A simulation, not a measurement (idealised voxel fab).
process module | voxel local oxidation
cross-section cut | 250 nm wide | cells 5 nm
A cross-section is a grid of square cells, given in bands from the top down. A band is one or more rows of cells.
Each band's line starts with the height of the band's top and of its bottom, in nm. Then come its materials from left to right, each with its width in nm. One material with "throughout" fills the band from edge to edge. "air" is empty space.
Height 0 is the level under which the wafer as received is all one material. The lowest band goes on downwards, as in "0 down".
A width such as "30 to 40" changes by the same amount from each row of cells to the next, from the band's top row to its bottom row.
"no change" after a step means that no cell of the cross-section changed.
closed voids: empty space of 8 cells or more with no open way to the top, each as width x height at its distance from the left edge, in nm
after a step's settings: what the simulator itself notes on the step
overlay nm, on a step with a mask: how far to the right of its planned place the mask lay; to the left if negative
plan
1 op RECEIVE | material Si
2 op OXIDIZE | depth nm 5
3 op CONFORMAL_DEP | material SiN | thk nm 10
4 op DIRECTIONAL_DEP | material aC | thk nm 10
5 op PATTERN | tone cover | mask id ACTIVE | material resist | width nm 90 | thk nm 25 | overlay nm -15
6 op DIRECTIONAL_ETCH | etch materials aC | depth nm 10
7 op STRIP | etch materials resist
8 op DIRECTIONAL_ETCH | etch materials SiN | depth nm 10
9 op STRIP | etch materials aC
10 op SELECTIVE_ETCH | etch materials SiO2 | depth nm 5
11 op OXIDIZE | depth nm 10
12 op STRIP | etch materials SiN
varied across the wafers: overlay nm of step 5. The plan shows the first wafer's value. All wafers start alike
first wafer as received, after step 1
  0 down: Si throughout
  closed voids: none
first wafer at the end, after step 12
  0 to -5: air 70 | SiO2 80 | air 100
  -5 to -15: SiO2 80 | Si 60 | SiO2 110
  -15 down: Si throughout
  closed voids: none
last wafer at the end
  0 to -5: air 100 | SiO2 80 | air 70
  -5 to -15: SiO2 110 | Si 60 | SiO2 80
  -15 down: Si throughout
  closed voids: none
each wafer at the end: cells of each material gained (+) or lost (-) since it was received, then its closed voids
overlay nm -15 | -126 Si | +92 SiO2 | closed voids: none
overlay nm -10 | -126 Si | +92 SiO2 | closed voids: none
overlay nm -5 | -126 Si | +92 SiO2 | closed voids: none
overlay nm 0 | -126 Si | +92 SiO2 | closed voids: none
overlay nm 5 | -126 Si | +92 SiO2 | closed voids: none
overlay nm 10 | -126 Si | +92 SiO2 | closed voids: none
overlay nm 15 | -126 Si | +92 SiO2 | closed voids: none
